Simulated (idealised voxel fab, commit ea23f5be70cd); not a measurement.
Name of the process module below: voxel capacitor over wiring
For reference, the cross-section in this document is cut, with width 235 nm and square cells of 5 nm.
For the purposes of this document, a cross-section shall be understood as a grid of square cells, specified as bands listed in top-to-bottom order, each band consisting of one or more rows of cells. For a band, the entry starts with two heights in nm, that of the top and then that of the bottom, and carries on with the band's materials in order from left to right, each alongside its width in nm; the word "all across" beside a single material means it fills the band edge to edge, and "blank" means empty space. Convention: height 0 is the level below which the wafer, as received, is all one material. The lowest band does not terminate at the bottom but continues downward, represented as "z 0 and below". Note: "30->40" means the width goes from the first number (top row of the band) to the second number (bottom row) in equal steps per row of cells. Basically "remained the same" means that step didn't change any cell in the cross-section. "Closed void register": sealed empty spaces, 8 cells or more, no open way to top, listed width x height at distance, with distance from the left edge and width, height and distance in nm. On a step's line, text after the settings is the simulator commenting on that step. Steps that use a mask can have "overlay nm" on their line. It says how far the mask sat to the right of where it was meant to be. Negative means to the left.
Plan
1 RECEIVE,material Si
2 CONFORMAL_DEP,material SiO2,thk nm 10
3 DIRECTIONAL_DEP,material TiN,thk nm 5
4 DIRECTIONAL_DEP,material Ru,thk nm 20
5 MASKED_ETCH,tone cover,mask id METAL_1,width nm 25,pitch nm 75,etch materials Ru,depth nm 20,overlay nm 0
6 MASKED_ETCH,tone cover,mask id METAL_1,width nm 25,pitch nm 75,etch materials TiN,depth nm 5,overlay nm 0
7 FILL_DEP,material lowk,thk nm 5
8 CMP,height nm 35
9 CONFORMAL_DEP,material SiCN,thk nm 5
10 DIRECTIONAL_DEP,material SiO2,thk nm 10
11 PATTERN,tone open,mask id PLUG_1,material resist,width nm 15,thk nm 20,overlay nm 0
12 DIRECTIONAL_ETCH,etch materials SiO2,depth nm 10
13 DIRECTIONAL_ETCH,etch materials SiCN,depth nm 5
14 STRIP,etch materials resist
15 CONFORMAL_DEP,material TiN,thk nm 5
16 FILL_DEP,material Ru,thk nm 5
17 CMP,height nm 50
18 DIRECTIONAL_DEP,material TiN,thk nm 10
19 DIRECTIONAL_DEP,material SiN,thk nm 5
20 DIRECTIONAL_DEP,material TiN,thk nm 10
21 MASKED_ETCH,tone cover,mask id UPPER_PLATE,width nm 55,etch materials TiN,depth nm 10,overlay nm 0
22 MASKED_ETCH,tone cover,mask id UPPER_PLATE,width nm 55,etch materials SiN,depth nm 5,overlay nm 0
23 PATTERN,tone cover,mask id LOWER_PLATE,material resist,width nm 65,thk nm 20,overlay nm 0
24 DIRECTIONAL_ETCH,etch materials TiN,depth nm 10
25 STRIP,etch materials resist
26 FILL_DEP,material SiO2,thk nm 15
27 CMP,height nm 75
28 PATTERN,tone open,mask id PLUG_2,material resist,width nm 15,thk nm 15,overlay nm 0
29 DIRECTIONAL_ETCH,etch materials SiO2,depth nm 10
30 STRIP,etch materials resist
31 CONFORMAL_DEP,material TiN,thk nm 5
32 FILL_DEP,material Ru,thk nm 5
33 CMP,height nm 85
34 CONFORMAL_DEP,material SiN,thk nm 5
What sets these wafers apart? The height nm at step 27. They all start alike, and the plan carries the first wafer's value.
After step 1, as received: first of several wafers, cross-section
* z 0 and below: Si all across
* Closed void register: none
First of several wafers, sectioned at end of module (last step: step 34)
* z 90 to 85: SiN all across
* z 85 to 80: Ru all across
* z 80 to 75: TiN all across
* z 75 to 65: SiO2 (75)  TiN (55)  SiO2 (105)
* z 65 to 60: SiO2 (75)  SiN (55)  SiO2 (105)
* z 60 to 50: SiO2 (70)  TiN (65)  SiO2 (100)
* z 50 to 40: SiO2 (75)  TiN (5)  Ru (5)  TiN (5)  SiO2 (145)
* z 40 to 35: SiCN (75)  TiN (15)  SiCN (145)
* z 35 to 15: lowk (65)  Ru (25)  lowk (50)  Ru (25)  lowk (70)
* z 15 to 10: lowk (65)  TiN (25)  lowk (50)  TiN (25)  lowk (70)
* z 10 to 0: SiO2 all across
* z 0 and below: Si all across
* Closed void register: none
The final wafer, sectioned at module end
* z 90 to 85: SiN all across
* z 85 to 80: SiO2 (85)  TiN (15)  SiO2 (135)
* z 80 to 75: SiO2 all across
* z 75 to 65: SiO2 (75)  TiN (55)  SiO2 (105)
* z 65 to 60: SiO2 (75)  SiN (55)  SiO2 (105)
* z 60 to 50: SiO2 (70)  TiN (65)  SiO2 (100)
* z 50 to 40: SiO2 (75)  TiN (5)  Ru (5)  TiN (5)  SiO2 (145)
* z 40 to 35: SiCN (75)  TiN (15)  SiCN (145)
* z 35 to 15: lowk (65)  Ru (25)  lowk (50)  Ru (25)  lowk (70)
* z 15 to 10: lowk (65)  TiN (25)  lowk (50)  TiN (25)  lowk (70)
* z 10 to 0: SiO2 all across
* z 0 and below: Si all across
* Closed void register: none
Per wafer, end of module: cells gained (+) or lost (-) per material since receipt, then closed voids
height nm 75, +89 Ru, +44 SiCN, +58 SiN, +358 SiO2, +112 TiN, +185 lowk, Closed void register: none
height nm 80, +43 Ru, +44 SiCN, +58 SiN, +402 SiO2, +114 TiN, +185 lowk, Closed void register: none
height nm 85, +43 Ru, +44 SiCN, +58 SiN, +446 SiO2, +70 TiN, +185 lowk, Closed void register: none
height nm 90, +42 Ru, +44 SiCN, +58 SiN, +449 SiO2, +68 TiN, +185 lowk, Closed void register: none
